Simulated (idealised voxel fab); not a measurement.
The following is a process module called voxel fin reveal.
Square cell edge 5 nm, section width 270 nm, ID cut.
Each cross-section below is a grid of square cells, stated as bands in top-down order, with one or more rows of cells making up each band. Per band: top height and bottom height in nm, followed by the left-to-right materials and their widths in nm; "everywhere" marks a single material spanning edge to edge, "empty" marks empty space. Height reference: 0 = level under which incoming wafer is all one material. Lowest band: no bottom, runs on downward, e.g. "0 nm and below". A width such as "30 to 40" changes by the same amount from each row of cells to the next, from the band's top row to its bottom row. "no modifications" means the step left every cell of the cross-section as it was. Entry "Trapped cavities" = empty spaces >= 8 cells with no open way to the top; each as width x height at distance, distance from left edge, all nm. It should be noted that, on the line of a given step, the content following the step's settings is a remark produced by the simulator itself with respect to that step. overlay nm: step with mask; distance mask lay right of planned place; negative value = left of planned place.

SET OUT BELOW ARE THE PLANNED STEPS OF THE PROCESS
- 1: RECEIVE | material Si
- 2: CONFORMAL_DEP | material SiN | thk nm 5
- 3: PATTERN | tone cover | mask id FINS | material resist | width nm 15 | pitch nm 40 | thk nm 15 | overlay nm -15
- 4: DIRECTIONAL_ETCH | etch materials SiN | depth nm 5
- 5: DIRECTIONAL_ETCH | etch materials Si | depth nm 40
- 6: STRIP | etch materials resist
- 7: OXIDIZE | depth nm 5
- 8: FILL_DEP | material SiO2 | thk nm 10
- 9: CMP | height nm 5
- 10: SELECTIVE_ETCH | etch materials SiO2 | depth nm 30
- 11: STRIP | etch materials SiN
Across this set of wafers, the varied parameter is the overlay nm of step 3. Starting conditions are identical for every wafer, and the plan reports the value assigned to the first wafer.

RECEIVED CONDITION OF THE FIRST OF SEVERAL WAFERS, SECTIONED: POST-STEP 1
  0 nm and below | Si everywhere
  Trapped cavities: none

EVERY ROW IN THIS TABLE IS A WAFER AT THE END OF THE MODULE, AND IT GIVES, FOR EACH OF THE MATERIALS, THE CELLS THAT WAFER HAS GAINED (+) OR LOST (-) SINCE IT WAS RECEIVED, THEN ITS CLOSED VOIDS
overlay nm -15; -450 Si; +200 SiO2; Trapped cavities: none
overlay nm -10; -450 Si; +200 SiO2; Trapped cavities: none
overlay nm -5; -450 Si; +200 SiO2; Trapped cavities: none
overlay nm 0; -450 Si; +200 SiO2; Trapped cavities: none
overlay nm 5; -450 Si; +200 SiO2; Trapped cavities: none
overlay nm 10; -450 Si; +200 SiO2; Trapped cavities: none
overlay nm 15; -450 Si; +200 SiO2; Trapped cavities: none
